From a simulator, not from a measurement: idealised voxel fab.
Presented below is a process module, voxel self aligned vias.
275 nm wide, 5 nm square cells: that's cross-section cut.
We lay out every cross-section as a grid of square cells and spell it out in bands from the top down, where one band means one or more rows of cells. Per band: top height and bottom height in nm, followed by the left-to-right materials and their widths in nm; "all across" marks a single material spanning edge to edge, "air" marks empty space. Heights are reckoned from 0. Under this level, the received wafer is all of one material. The bottommost band is open-ended downward, for example "0 down". Quick explanation for "30->40": the width changes in equal steps down the rows of cells, from the first number in the band's top row to the second number in its bottom row. "identical to before", as given for a step, is the statement that not any cell of the cross-section underwent a change during that step. Each empty space that has no open way to the top and spans at least 8 cells appears under "Enclosed internal voids" as width x height at distance, the distance counted from the left edge, all in nm. It should be noted that, on the line of a given step, the content following the step's settings is a remark produced by the simulator itself with respect to that step. "overlay nm" answers the question of how far to the right of plan the mask lay on a step that has a mask, and when it is negative the answer is to the left.

### Here's what the planned process steps look like
1. RECEIVE, material Si
2. CONFORMAL_DEP, material SiO2, thk nm 10
3. CONFORMAL_DEP, material SiCN, thk nm 5
4. DIRECTIONAL_DEP, material SiO2, thk nm 20
5. MASKED_ETCH, tone open, mask id LINES, width nm 20, pitch nm 50, etch materials SiO2, depth nm 20, overlay nm 0
6. CONFORMAL_DEP, material TiN, thk nm 5
7. FILL_DEP, material W, thk nm 10
8. CMP, height nm 35
9. SELECTIVE_ETCH, etch materials W Ru TiN, depth nm 10
10. FILL_DEP, material SiN, thk nm 10
11. CMP, height nm 35
12. DIRECTIONAL_DEP, material SiO2, thk nm 15
13. PATTERN, tone open, mask id VIAS, material resist, width nm 30, thk nm 15, overlay nm 0
14. DIRECTIONAL_ETCH, etch materials SiO2, depth nm 15
15. DIRECTIONAL_ETCH, etch materials SiN, depth nm 10
16. STRIP, etch materials resist
17. CONFORMAL_DEP, material TiN, thk nm 5
18. FILL_DEP, material Ru, thk nm 5
19. CMP, height nm 50
20. CONFORMAL_DEP, material SiN, thk nm 5

### Incoming wafer in cross-section (state: after step 1)
  0 down | Si all across
  Enclosed internal voids: none

### Here's the cross-section of the first of our two wafers at the end of the module - it ran as planned
  55 to 50 | SiN all across
  50 to 40 | SiO2 95; TiN 5; Ru 20; TiN 5; SiO2 150
  40 to 35 | SiO2 95; TiN 10; Ru 10; TiN 10; SiO2 150
  35 to 30 | SiO2 100; TiN 5; Ru 10; TiN 5; SiO2 30; SiN 20; SiO2 105
  30 to 25 | SiO2 100; TiN 20; SiO2 30; SiN 20; SiO2 105
  25 to 20 | SiO2 100; TiN 5; W 10; TiN 5; SiO2 30; TiN 5; W 10; TiN 5; SiO2 105
  20 to 15 | SiO2 100; TiN 20; SiO2 30; TiN 20; SiO2 105
  15 to 10 | SiCN all across
  10 to 0 | SiO2 all across
  0 down | Si all across
  Enclosed internal voids: none

### This cross-section belongs to the second wafer of two at the end of the module; the start and the plan were shared with the first, and the run included one mistake
  55 to 50 | SiN all across
  50 to 35 | SiO2 95; TiN 5; Ru 20; TiN 5; SiO2 150
  35 to 30 | SiO2 95; TiN 5; Ru 20; TiN 5; SiO2 25; SiN 20; SiO2 105
  30 to 25 | SiO2 95; TiN 30; SiO2 25; SiN 20; SiO2 105
  25 to 20 | SiO2 95; TiN 10; W 10; TiN 10; SiO2 25; TiN 5; W 10; TiN 5; SiO2 105
  20 to 15 | SiO2 100; TiN 20; SiO2 30; TiN 20; SiO2 105
  15 to 10 | SiCN all across
  10 to 0 | SiO2 all across
  0 down | Si all across
  Enclosed internal voids: none
Misprocessing identified: step 14 of the plan saw execution twice
Heads up, by the end the second wafer has more or fewer cells of some materials compared to the first: 4 more of Ru, 6 fewer of SiO2, 2 more of TiN
